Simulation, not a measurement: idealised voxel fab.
Proc. module: voxel transistor to metal
Cross-section cut: width 165 nm, square cells of 5 nm.
We lay out every cross-section as a grid of square cells and spell it out in bands from the top down, where one band means one or more rows of cells.
What a band's entry tells you: where the top is and where the bottom is, as heights in nm, and after that what lies inside, material by material from left to right, each with its width in nm. Empty space is written as the word "air", and a single material marked with the word "full width" occupies the band from edge to edge.
Note: height 0 marks the level under which the wafer is uniformly one material as received. Lowest band unbounded below, written "top 0, no bottom".
The width entry "30 to 40" should be interpreted row by row: the top row of cells in the band takes the first number, the bottom row takes the second number, and the change between adjacent rows is uniform throughout.
Any step labelled "remained unchanged" changed none of the cells in the cross-section.
In "Closed void listing" the enclosed voids are listed, meaning empty spaces of 8 cells or larger without any opening to the top. The form is width x height at distance, distance from the left edge, units nm.
after a step's settings: what the simulator itself notes on the step
overlay nm, on a step with a mask: how far to the right of its planned place the mask lay; to the left if negative

The process steps that were planned are listed below:
step 1: RECEIVE,material Si
step 2: CONFORMAL_DEP,material SiO2,thk nm 5
step 3: CONFORMAL_DEP,material SiN,thk nm 10
step 4: MASKED_ETCH,tone cover,mask id ACTIVE,width nm 105,etch materials SiN,depth nm 10,overlay nm 0
step 5: MASKED_ETCH,tone cover,mask id ACTIVE,width nm 105,etch materials SiO2,depth nm 5,overlay nm 0
step 6: MASKED_ETCH,tone cover,mask id ACTIVE,width nm 105,etch materials Si,depth nm 30,overlay nm 0
step 7: FILL_DEP,material SiO2,thk nm 5
step 8: CMP,height nm 15
step 9: SELECTIVE_ETCH,etch materials SiO2,depth nm 10
step 10: STRIP,etch materials SiN
step 11: SELECTIVE_ETCH,etch materials SiO2,depth nm 5
step 12: OXIDIZE,depth nm 5
step 13: DIRECTIONAL_DEP,material polySi,thk nm 25
step 14: DIRECTIONAL_DEP,material SiCN,thk nm 15
step 15: PATTERN,tone cover,mask id GATE,material resist,width nm 15,thk nm 20,overlay nm 0
step 16: DIRECTIONAL_ETCH,etch materials SiCN,depth nm 25
step 17: DIRECTIONAL_ETCH,etch materials polySi,depth nm 35
step 18: STRIP,etch materials resist
step 19: CONFORMAL_DEP,material SiO2,thk nm 5
step 20: DIRECTIONAL_ETCH,etch materials SiO2,depth nm 5
step 21: CONFORMAL_DEP,material SiN,thk nm 5
step 22: DIRECTIONAL_ETCH,etch materials SiN,depth nm 5
step 23: DIRECTIONAL_ETCH,etch materials SiO2,depth nm 5
step 24: DIRECTIONAL_ETCH,etch materials Si,depth nm 10
step 25: EPI,material pSi,thk nm 15
step 26: FILL_DEP,material SiO2,thk nm 5
step 27: CMP,height nm 40
step 28: DIRECTIONAL_DEP,material SiO2,thk nm 10
step 29: DIRECTIONAL_DEP,material aC,thk nm 10
step 30: PATTERN,tone open,mask id CONTACT,material resist,width nm 30,pitch nm 55,thk nm 25,overlay nm 0
step 31: DIRECTIONAL_ETCH,etch materials aC,depth nm 10
step 32: STRIP,etch materials resist
step 33: DIRECTIONAL_ETCH,etch materials SiO2,depth nm 50
step 34: STRIP,etch materials aC
step 35: CONFORMAL_DEP,material TiN,thk nm 5
step 36: FILL_DEP,material W,thk nm 10
step 37: CMP,height nm 50
step 38: DIRECTIONAL_DEP,material TiN,thk nm 5
step 39: DIRECTIONAL_DEP,material W,thk nm 20
step 40: MASKED_ETCH,tone cover,mask id METAL_1,width nm 15,pitch nm 70,etch materials W,depth nm 20,overlay nm 0
step 41: MASKED_ETCH,tone cover,mask id METAL_1,width nm 15,pitch nm 70,etch materials TiN,depth nm 5,overlay nm 0
step 42: FILL_DEP,material lowk,thk nm 10
step 43: CMP,height nm 75
step 44: CONFORMAL_DEP,material SiCN,thk nm 5
step 45: DIRECTIONAL_DEP,material lowk,thk nm 25
step 46: MASKED_ETCH,tone open,mask id METAL_2,width nm 15,pitch nm 70,etch materials lowk,depth nm 15,overlay nm 0
step 47: MASKED_ETCH,tone open,mask id METAL_2_HOLES,width nm 15,pitch nm 70,etch materials lowk,depth nm 10,overlay nm 0
step 48: MASKED_ETCH,tone open,mask id METAL_2_HOLES,width nm 15,pitch nm 70,etch materials SiCN,depth nm 5,overlay nm 0
step 49: CONFORMAL_DEP,material TiN,thk nm 5
step 50: FILL_DEP,material Cu,thk nm 10
step 51: CMP,height nm 105
step 52: CONFORMAL_DEP,material SiCN,thk nm 5
Among the wafers covered here, the point of difference is the width nm at step 40; their starting state is shared, and the plan presents the value of the first wafer.

Received condition of the first of several wafers, sectioned: post-step 1:
* top 0, no bottom  Si full width
* Closed void listing: none

Wafer cross-section (first of several) - module end, post step 52 (last step):
* top 110, bottom 105  SiCN full width
* top 105, bottom 80  40 nm lowk, 5 nm TiN, 5 nm Cu, 5 nm TiN, 55 nm lowk, 5 nm TiN, 5 nm Cu, 5 nm TiN, 40 nm lowk
* top 80, bottom 75  40 nm SiCN, 15 nm TiN, 55 nm SiCN, 15 nm TiN, 40 nm SiCN
* top 75, bottom 55  40 nm lowk, 15 nm W, 55 nm lowk, 15 nm W, 40 nm lowk
* top 55, bottom 50  40 nm lowk, 15 nm TiN, 55 nm lowk, 15 nm TiN, 40 nm lowk
* top 50, bottom 40  40 nm SiO2, 5 nm TiN, 20 to 15 nm W, 5 to 10 nm TiN, 25 nm SiO2, 5 to 10 nm TiN, 20 to 15 nm W, 5 nm TiN, 40 nm SiO2
* top 40, bottom 25  40 nm SiO2, 5 nm TiN, 15 nm W, 5 nm TiN, 5 nm SiN, 5 nm SiO2, 15 nm SiCN, 5 nm SiO2, 5 nm SiN, 5 nm TiN, 15 nm W, 5 nm TiN, 40 nm SiO2
* top 25, bottom 15  40 nm SiO2, 5 nm TiN, 15 nm W, 5 nm TiN, 5 nm SiN, 5 nm SiO2, 15 nm polySi, 5 nm SiO2, 5 nm SiN, 5 nm TiN, 15 nm W, 5 nm TiN, 40 nm SiO2
* top 15, bottom 10  40 nm SiO2, 25 nm TiN, 5 nm SiN, 5 nm SiO2, 15 nm polySi, 5 nm SiO2, 5 nm SiN, 25 nm TiN, 40 nm SiO2
* top 10, bottom 0  40 nm SiO2, 10 nm TiN, 15 nm pSi, 5 nm SiN, 5 nm SiO2, 15 nm polySi, 5 nm SiO2, 5 nm SiN, 15 nm pSi, 10 nm TiN, 40 nm SiO2
* top 0, bottom -5  25 nm SiO2, 40 nm pSi, 35 nm SiO2, 40 nm pSi, 25 nm SiO2
* top -5, bottom -15  30 nm SiO2, 35 nm pSi, 35 nm Si, 35 nm pSi, 30 nm SiO2
* top -15, bottom -30  30 nm SiO2, 105 nm Si, 30 nm SiO2
* top -30, no bottom  Si full width
* Closed void listing: none

Cross-section, last wafer, module completion:
* top 110, bottom 105  SiCN full width
* top 105, bottom 80  40 nm lowk, 5 nm TiN, 5 nm Cu, 5 nm TiN, 55 nm lowk, 5 nm TiN, 5 nm Cu, 5 nm TiN, 40 nm lowk
* top 80, bottom 75  40 nm SiCN, 15 nm TiN, 55 nm SiCN, 15 nm TiN, 40 nm SiCN
* top 75, bottom 55  35 nm lowk, 30 nm W, 40 nm lowk, 30 nm W, 30 nm lowk
* top 55, bottom 50  35 nm lowk, 30 nm TiN, 40 nm lowk, 30 nm TiN, 30 nm lowk
* top 50, bottom 40  40 nm SiO2, 5 nm TiN, 20 to 15 nm W, 5 to 10 nm TiN, 25 nm SiO2, 5 to 10 nm TiN, 20 to 15 nm W, 5 nm TiN, 40 nm SiO2
* top 40, bottom 25  40 nm SiO2, 5 nm TiN, 15 nm W, 5 nm TiN, 5 nm SiN, 5 nm SiO2, 15 nm SiCN, 5 nm SiO2, 5 nm SiN, 5 nm TiN, 15 nm W, 5 nm TiN, 40 nm SiO2
* top 25, bottom 15  40 nm SiO2, 5 nm TiN, 15 nm W, 5 nm TiN, 5 nm SiN, 5 nm SiO2, 15 nm polySi, 5 nm SiO2, 5 nm SiN, 5 nm TiN, 15 nm W, 5 nm TiN, 40 nm SiO2
* top 15, bottom 10  40 nm SiO2, 25 nm TiN, 5 nm SiN, 5 nm SiO2, 15 nm polySi, 5 nm SiO2, 5 nm SiN, 25 nm TiN, 40 nm SiO2
* top 10, bottom 0  40 nm SiO2, 10 nm TiN, 15 nm pSi, 5 nm SiN, 5 nm SiO2, 15 nm polySi, 5 nm SiO2, 5 nm SiN, 15 nm pSi, 10 nm TiN, 40 nm SiO2
* top 0, bottom -5  25 nm SiO2, 40 nm pSi, 35 nm SiO2, 40 nm pSi, 25 nm SiO2
* top -5, bottom -15  30 nm SiO2, 35 nm pSi, 35 nm Si, 35 nm pSi, 30 nm SiO2
* top -15, bottom -30  30 nm SiO2, 105 nm Si, 30 nm SiO2
* top -30, no bottom  Si full width
* Closed void listing: none

The rows of the table below are wafers. Looking at the end of the module, a row counts, for every material, the cells the wafer has gained, shown as (+), or lost, shown as (-), since it was received; its closed voids come next:
width nm 15, +10 Cu, -121 Si, +69 SiCN, +16 SiN, +263 SiO2, +80 TiN, +68 W, +270 lowk, +56 pSi, +15 polySi, Closed void listing: none
width nm 20, +10 Cu, -121 Si, +69 SiCN, +16 SiN, +263 SiO2, +82 TiN, +76 W, +260 lowk, +56 pSi, +15 polySi, Closed void listing: none
width nm 25, +10 Cu, -121 Si, +69 SiCN, +16 SiN, +263 SiO2, +84 TiN, +84 W, +250 lowk, +56 pSi, +15 polySi, Closed void listing: none
width nm 30, +10 Cu, -121 Si, +69 SiCN, +16 SiN, +263 SiO2, +86 TiN, +92 W, +240 lowk, +56 pSi, +15 polySi, Closed void listing: none
